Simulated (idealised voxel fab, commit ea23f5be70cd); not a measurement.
Presented below is a process module, voxel self aligned contacts.
Square cells of 5 nm make up the cross-section cut, whose width is 275 nm.
For the purposes of this document, a cross-section shall be understood as a grid of square cells, specified as bands listed in top-to-bottom order, each band consisting of one or more rows of cells.
Per band: top height and bottom height in nm, followed by the left-to-right materials and their widths in nm; "full width" marks a single material spanning edge to edge, "air" marks empty space.
Height datum 0, below which the as-received substrate wafer is one material. Lowest band open at the bottom, running downward: "top 0, no bottom".
Graded width ("30 to 40"): value in top row of band = first number; value in bottom row = second number; row-to-row change constant.
The designation "no change", where it is given for a processing step, indicates that no cell of the cross-section was altered in the course of that step.
For the entry "Closed void listing", the listed items are empty spaces with no open way to the top whose size is 8 cells or more; each item follows the pattern width x height at distance, where distance is from the left edge and all three are in nm.
If you see something after the settings on a step's line, that's the simulator's own remark about that step.
"overlay nm" on a masked step: distance the mask lay right of its planned place, negative for left.

plan:
1) RECEIVE, material Si
2) OXIDIZE, depth nm 5
3) DIRECTIONAL_DEP, material polySi, thk nm 25
4) DIRECTIONAL_DEP, material SiN, thk nm 25
5) DIRECTIONAL_DEP, material aC, thk nm 15
6) PATTERN, tone cover, mask id GATE, material resist, width nm 35, pitch nm 80, thk nm 30, overlay nm 0
7) DIRECTIONAL_ETCH, etch materials aC, depth nm 15
8) STRIP, etch materials resist
9) DIRECTIONAL_ETCH, etch materials SiN, depth nm 25
10) DIRECTIONAL_ETCH, etch materials polySi, depth nm 25
11) STRIP, etch materials aC
12) CONFORMAL_DEP, material SiN, thk nm 10
13) DIRECTIONAL_ETCH, etch materials SiN, depth nm 10
14) FILL_DEP, material SiO2, thk nm 20
15) CMP, height nm 60
16) DIRECTIONAL_DEP, material aC, thk nm 10
17) PATTERN, tone open, mask id CONTACT, material resist, width nm 55, pitch nm 80, thk nm 25, overlay nm 0
18) DIRECTIONAL_ETCH, etch materials aC, depth nm 10
19) STRIP, etch materials resist
20) DIRECTIONAL_ETCH, etch materials SiO2, depth nm 65
21) STRIP, etch materials aC
22) CONFORMAL_DEP, material TiN, thk nm 5
23) FILL_DEP, material Ru, thk nm 10
24) CMP, height nm 60
25) CONFORMAL_DEP, material SiCN, thk nm 5

Cross-section, incoming material, after step 1:
  top 0, no bottom  Si full width
  Closed void listing: none

Cross-section, end of module. Start: as above. Plan: as above. Execution: one mistake:
  top 65, bottom 60  SiCN full width
  top 60, bottom 55  70 of SiO2  5 of TiN  45 of Ru  5 of TiN  25 of SiO2  5 of TiN  45 of Ru  5 of TiN  70 of SiO2
  top 55, bottom 50  70 of SiO2  55 of TiN  25 of SiO2  55 of TiN  70 of SiO2
  top 50, bottom 25  50 of SiN  15 of SiO2  65 of SiN  15 of SiO2  65 of SiN  15 of SiO2  50 of SiN
  top 25, bottom 0  40 of polySi  10 of SiN  15 of SiO2  10 of SiN  45 of polySi  10 of SiN  15 of SiO2  10 of SiN  45 of polySi  10 of SiN  15 of SiO2  10 of SiN  40 of polySi
  top 0, bottom -5  SiO2 full width
  top -5, no bottom  Si full width
  Closed void listing: none
Here's what went sideways: step 6 did not use the planned setting and instead ran as PATTERN, tone open, mask id GATE, material resist, width nm 35, pitch nm 80, thk nm 30, overlay nm 0
